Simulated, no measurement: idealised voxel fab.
process module | voxel spacer lines
cross-section cut | 175 nm wide | cells 5 nm
A cross-section is a grid of square cells, given in bands from the top down. A band is one or more rows of cells.
Each band's line starts with the height of the band's top and of its bottom, in nm. Then come its materials from left to right, each with its width in nm. One material with "throughout" fills the band from edge to edge. "air" is empty space.
Height 0 is the level under which the wafer as received is all one material. The lowest band goes on downwards, as in "0 down".
A width such as "30 to 40" changes by the same amount from each row of cells to the next, from the band's top row to its bottom row.
"no change" after a step means that no cell of the cross-section changed.
closed voids: empty space of 8 cells or more with no open way to the top, each as width x height at its distance from the left edge, in nm
after a step's settings: what the simulator itself notes on the step
overlay nm, on a step with a mask: how far to the right of its planned place the mask lay; to the left if negative
plan
1 op RECEIVE | material Si
2 op CONFORMAL_DEP | material Al2O3 | thk nm 10
3 op DIRECTIONAL_DEP | material polySi | thk nm 20
4 op DIRECTIONAL_DEP | material aC | thk nm 30
5 op PATTERN | tone cover | mask id MANDREL | material resist | width nm 20 | pitch nm 60 | thk nm 40 | overlay nm 0
6 op DIRECTIONAL_ETCH | etch materials aC | depth nm 30
7 op STRIP | etch materials resist
8 op CONFORMAL_DEP | material SiN | thk nm 10
9 op DIRECTIONAL_ETCH | etch materials SiN | depth nm 10
10 op STRIP | etch materials aC
11 op DIRECTIONAL_ETCH | etch materials polySi | depth nm 20
12 op STRIP | etch materials SiN
13 op FILL_DEP | material SiO2 | thk nm 5
14 op CMP | height nm 30
as received, after step 1
  0 down: Si throughout
  closed voids: none
first wafer at the end, as planned
  30 to 10: SiO2 35 | polySi 10 | SiO2 20 | polySi 10 | SiO2 20 | polySi 10 | SiO2 20 | polySi 10 | SiO2 40
  10 to 0: Al2O3 throughout
  0 down: Si throughout
  closed voids: none
second wafer at the end: like start, like plan, one mistake
  30 to 10: SiO2 40 | polySi 10 | SiO2 15 | polySi 10 | SiO2 25 | polySi 10 | SiO2 15 | polySi 10 | SiO2 40
  10 to 0: Al2O3 throughout
  0 down: Si throughout
  closed voids: none
what went wrong: step 5 ran as: op PATTERN | tone cover | mask id MANDREL | material resist | width nm 15 | pitch nm 60 | thk nm 40 | overlay nm 0
at the end the second wafer has, in cells: as many of each material as the first, in other places
